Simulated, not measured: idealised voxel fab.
The following is a process module called voxel self aligned contacts.
200 nm wide, 5 nm square cells: that's cross-section cut.
A cross-section is written here as square cells arranged in a grid, and it is given in bands from the top down, each band taking up one or more rows of cells. This entry defines a band. It first specifies the height of the band's top and the height of its bottom in nm, and then specifies the band's materials from left to right, stating each material with its width in nm. The word "throughout" identifies a single material that fills the band from edge to edge, while the word "empty" identifies empty space. Ref level 0: as-received wafer is one material below here. Bottom band extends down with no lower bound ("0..down"). Width spec "30..40" -> top row of cells at first value, bottom row at second value, equal per-row change in between. You'll sometimes find "no modifications" written for a step, and that's the way of saying that nowhere in the cross-section did a cell change during that step. Empty spaces without an open route to the top, at least 8 cells in extent, make up the entry "Closed-off voids"; each is given as width x height at distance, where the distance is measured from the left edge, and all are in nm. It should be noted that, on the line of a given step, the content following the step's settings is a remark produced by the simulator itself with respect to that step. overlay nm: mask offset rightward from planned place, masked step; negative means leftward offset.
Steps planned for the process
1. RECEIVE, material Si
2. OXIDIZE, depth nm 5
3. DIRECTIONAL_DEP, material polySi, thk nm 30
4. DIRECTIONAL_DEP, material SiN, thk nm 20
5. DIRECTIONAL_DEP, material aC, thk nm 15
6. PATTERN, tone cover, mask id GATE, material resist, width nm 25, pitch nm 60, thk nm 35, overlay nm 0
7. DIRECTIONAL_ETCH, etch materials aC, depth nm 15
8. STRIP, etch materials resist
9. DIRECTIONAL_ETCH, etch materials SiN, depth nm 20
10. DIRECTIONAL_ETCH, etch materials polySi, depth nm 30
11. STRIP, etch materials aC
12. CONFORMAL_DEP, material SiN, thk nm 10
13. DIRECTIONAL_ETCH, etch materials SiN, depth nm 10
14. FILL_DEP, material SiO2, thk nm 20
15. CMP, height nm 60
16. PATTERN, tone open, mask id CONTACT, material resist, width nm 45, pitch nm 60, thk nm 15, overlay nm 0
17. DIRECTIONAL_ETCH, etch materials SiO2, depth nm 65
18. STRIP, etch materials resist
19. CONFORMAL_DEP, material TiN, thk nm 5
20. FILL_DEP, material Ru, thk nm 10
21. CMP, height nm 60
22. CONFORMAL_DEP, material SiCN, thk nm 5
This is the cross-section of the wafer as we received it, i.e. after step 1
0..down  Si throughout
Closed-off voids: none
End-of-module XS, first of two wafers, run as planned
65..60  SiCN throughout
60..50  SiO2=45, TiN=5..20, Ru=35..5, TiN=5..20, SiO2=15, TiN=5..20, Ru=35..5, TiN=5..20, SiO2=50
50..30  SiO2=15, SiN=45, TiN=5, Ru=5, TiN=5, SiN=45, TiN=5, Ru=5, TiN=5, SiN=45, SiO2=20
30..0  SiO2=15, SiN=10, polySi=25, SiN=10, TiN=5, Ru=5, TiN=5, SiN=10, polySi=25, SiN=10, TiN=5, Ru=5, TiN=5, SiN=10, polySi=25, SiN=10, SiO2=20
0..-5  SiO2=60, TiN=15, SiO2=45, TiN=15, SiO2=65
-5..down  Si throughout
Closed-off voids: none
End of module, second wafer, cross-section. Started like the first, planned like the first, run with one mistake
65..60  SiCN throughout
60..40  SiO2=15, SiN=45, TiN=5, Ru=5, TiN=5, SiN=45, TiN=5, Ru=5, TiN=5, SiN=45, SiO2=20
40..15  SiO2=15, SiN=10, polySi=25, SiN=10, TiN=5, Ru=5, TiN=5, SiN=10, polySi=25, SiN=10, TiN=5, Ru=5, TiN=5, SiN=10, polySi=25, SiN=10, SiO2=20
15..10  SiO2=15, SiN=10, polySi=25, SiN=10, TiN=15, SiN=10, polySi=25, SiN=10, TiN=15, SiN=10, polySi=25, SiN=10, SiO2=20
10..0  polySi throughout
0..-5  SiO2 throughout
-5..down  Si throughout
Closed-off voids: none
What went wrong in running the wafer? for step 3, the planned setting was not used; the step was instead run as DIRECTIONAL_DEP, material polySi, thk nm 40
Bottom line after processing is that, in cells, the second wafer is up or down on some materials versus the first: Ru -18, SiO2 -38, TiN -24, polySi +80
